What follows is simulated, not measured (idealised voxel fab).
Documented hereafter: the process module known as voxel transistor to metal.
For reference, the cross-section in this document is cut, with width 200 nm and square cells of 5 nm.
Just so we're on the same page, the cross-sections are grids of square cells, and they're listed out in bands top to bottom, each band one or more rows deep. Read a band's entry like this: the first values are the height of its top and the height of its bottom in nm, and what follows is the sequence of materials from left to right, each with its width in nm. Note that "empty" is empty space, and that a single material marked "full width" reaches across the band from edge to edge. Basically, 0 is our baseline, since under it the wafer straight out of the box is all one material. The bottom band has no lower end and keeps on going down, so it looks like "from 0 down". Width: "30 to 40" (first number = top row, second number = bottom row, same change from row to row of cells). "left unchanged" -> step changed no cross-section cell. "Voids, enclosed" specifies each empty space that is not open to the top and that occupies no fewer than 8 cells, using the form width x height at distance, the distance measured from the left edge and all three quantities in nm. Note: text after step settings on the step line = simulator remark on that step. overlay nm: step with mask; distance mask lay right of planned place; negative value = left of planned place.

Plan
1. RECEIVE, material Si
2. CONFORMAL_DEP, material SiO2, thk nm 5
3. CONFORMAL_DEP, material SiN, thk nm 10
4. PATTERN, tone cover, mask id ACTIVE, material resist, width nm 120, thk nm 15, overlay nm 0
5. DIRECTIONAL_ETCH, etch materials SiN, depth nm 10
6. DIRECTIONAL_ETCH, etch materials SiO2, depth nm 5
7. DIRECTIONAL_ETCH, etch materials Si, depth nm 20
8. STRIP, etch materials resist
9. OXIDIZE, depth nm 5
10. FILL_DEP, material SiO2, thk nm 10
11. CMP, height nm 15
12. SELECTIVE_ETCH, etch materials SiO2, depth nm 10
13. STRIP, etch materials SiN
14. SELECTIVE_ETCH, etch materials SiO2, depth nm 5
15. OXIDIZE, depth nm 5
16. DIRECTIONAL_DEP, material polySi, thk nm 30
17. DIRECTIONAL_DEP, material SiCN, thk nm 15
18. DIRECTIONAL_DEP, material aC, thk nm 15
19. PATTERN, tone cover, mask id GATE, material resist, width nm 20, thk nm 35, overlay nm 0
20. DIRECTIONAL_ETCH, etch materials aC, depth nm 15
21. STRIP, etch materials resist
22. DIRECTIONAL_ETCH, etch materials SiCN, depth nm 25
23. DIRECTIONAL_ETCH, etch materials polySi, depth nm 40
24. STRIP, etch materials aC
25. CONFORMAL_DEP, material SiO2, thk nm 5
26. DIRECTIONAL_ETCH, etch materials SiO2, depth nm 5
27. CONFORMAL_DEP, material SiN, thk nm 5
28. DIRECTIONAL_ETCH, etch materials SiN, depth nm 5
29. DIRECTIONAL_ETCH, etch materials SiO2, depth nm 5
30. DIRECTIONAL_ETCH, etch materials Si, depth nm 5
31. EPI, material nSi, thk nm 5
32. FILL_DEP, material SiO2, thk nm 5
33. CMP, height nm 45
34. DIRECTIONAL_DEP, material SiO2, thk nm 15
35. DIRECTIONAL_DEP, material aC, thk nm 15
36. PATTERN, tone open, mask id CONTACT, material resist, width nm 20, pitch nm 80, thk nm 30, overlay nm 0
37. DIRECTIONAL_ETCH, etch materials aC, depth nm 15
38. STRIP, etch materials resist
39. DIRECTIONAL_ETCH, etch materials SiO2, depth nm 65
40. STRIP, etch materials aC
41. CONFORMAL_DEP, material TiN, thk nm 5
42. FILL_DEP, material W, thk nm 10
43. CMP, height nm 60
44. DIRECTIONAL_DEP, material TiN, thk nm 5
45. DIRECTIONAL_DEP, material Ru, thk nm 20
46. PATTERN, tone cover, mask id METAL_1, material resist, width nm 20, pitch nm 80, thk nm 20, overlay nm 0
47. DIRECTIONAL_ETCH, etch materials Ru, depth nm 20
48. DIRECTIONAL_ETCH, etch materials TiN, depth nm 5
49. STRIP, etch materials resist
50. FILL_DEP, material lowk, thk nm 10
51. CMP, height nm 85
52. CONFORMAL_DEP, material SiCN, thk nm 5

Cross-sectional view of the wafer in its as-received condition, corresponding to the state after step 1
  from 0 down = Si full width
  Voids, enclosed: none

Final cross-section, module run with one mistake (start and plan as above)
  from 90 to 85 = SiCN full width
  from 85 to 80 = 50 lowk / 20 Ru / 60 lowk / 20 Ru / 50 lowk
  from 80 to 75 = 50 lowk / 20 TiN / 60 lowk / 20 TiN / 50 lowk
  from 75 to 65 = W full width
  from 65 to 60 = 55 TiN / 10 W / 70 TiN / 10 W / 55 TiN
  from 60 to 45 = 50 SiO2 / 5 TiN / 10 W / 5 TiN / 60 SiO2 / 5 TiN / 10 W / 5 TiN / 50 SiO2
  from 45 to 30 = 50 SiO2 / 5 TiN / 10 W / 5 TiN / 10 SiO2 / 5 SiN / 5 SiO2 / 20 SiCN / 5 SiO2 / 5 SiN / 10 SiO2 / 5 TiN / 10 W / 5 TiN / 50 SiO2
  from 30 to 0 = 50 SiO2 / 5 TiN / 10 W / 5 TiN / 10 SiO2 / 5 SiN / 5 SiO2 / 20 polySi / 5 SiO2 / 5 SiN / 10 SiO2 / 5 TiN / 10 W / 5 TiN / 50 SiO2
  from 0 to -5 = 50 SiO2 / 20 TiN / 5 SiO2 / 5 nSi / 40 SiO2 / 5 nSi / 5 SiO2 / 20 TiN / 50 SiO2
  from -5 to -10 = 45 SiO2 / 35 nSi / 40 Si / 35 nSi / 45 SiO2
  from -10 to -25 = 45 SiO2 / 110 Si / 45 SiO2
  from -25 down = Si full width
  Voids, enclosed: none
So what did we get wrong on this run? not run: step 43 of the plan (skipped)
